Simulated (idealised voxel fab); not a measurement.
The following process module bears the name voxel released beams.
The width of the displayed cross-section, cut, is 290 nm; its cells are square, with a size of 5 nm.
Cross-section, as written here: a square-cell grid given band by band from the top down, where a band holds one or more rows of cells. Read a band's entry like this: the first values are the height of its top and the height of its bottom in nm, and what follows is the sequence of materials from left to right, each with its width in nm. Note that "air" is empty space, and that a single material marked "all across" reaches across the band from edge to edge. Heights from 0 (as-received wafer is one material below). Bottom band endless downward, as "from 0 down". Width: "30..40" (first number = top row, second number = bottom row, same change from row to row of cells). Basically "identical to before" means that step didn't change any cell in the cross-section. In "Enclosed cavity list" the enclosed voids are listed, meaning empty spaces of 8 cells or larger without any opening to the top. The form is width x height at distance, distance from the left edge, units nm. Past the settings on a step's line: simulator remark, on that step. "overlay nm" denotes, for a step that has a mask, the displacement of the mask to the right of its planned place, with negative values corresponding to the left.
### Set out below are the planned steps of the process
1 RECEIVE [material Si]
2 CONFORMAL_DEP [material Al2O3] [thk nm 5]
3 DIRECTIONAL_DEP [material SiO2] [thk nm 15]
4 PATTERN [tone open] [mask id ANCHOR] [material resist] [width nm 25] [thk nm 15] [overlay nm 0]
5 DIRECTIONAL_ETCH [etch materials SiO2] [depth nm 15]
6 STRIP [etch materials resist]
7 CONFORMAL_DEP [material polySi] [thk nm 10]
8 MASKED_ETCH [tone cover] [mask id BEAM] [width nm 95] [etch materials polySi] [depth nm 10] [overlay nm 0]
9 STRIP [etch materials SiO2]
### Cross-section of the wafer as it came to us, i.e., already through step 1
  from 0 down: Si all across
  Enclosed cavity list: none
### Wafer at module end, in section. Began as above, planned as above, run with one mistake
  from 30 to 20: 95 air  40 polySi  155 air
  from 20 to 15: 90 air  10 polySi  25 SiO2  10 polySi  155 air
  from 15 to 5: 90 air  10 polySi  25 SiO2  65 polySi  100 air
  from 5 to 0: Al2O3 all across
  from 0 down: Si all across
  Enclosed cavity list: none
Which mistake was made when the wafer was run? off-plan run, step 4, actual operation and settings PATTERN [tone cover] [mask id ANCHOR] [material resist] [width nm 25] [thk nm 15] [overlay nm 0]
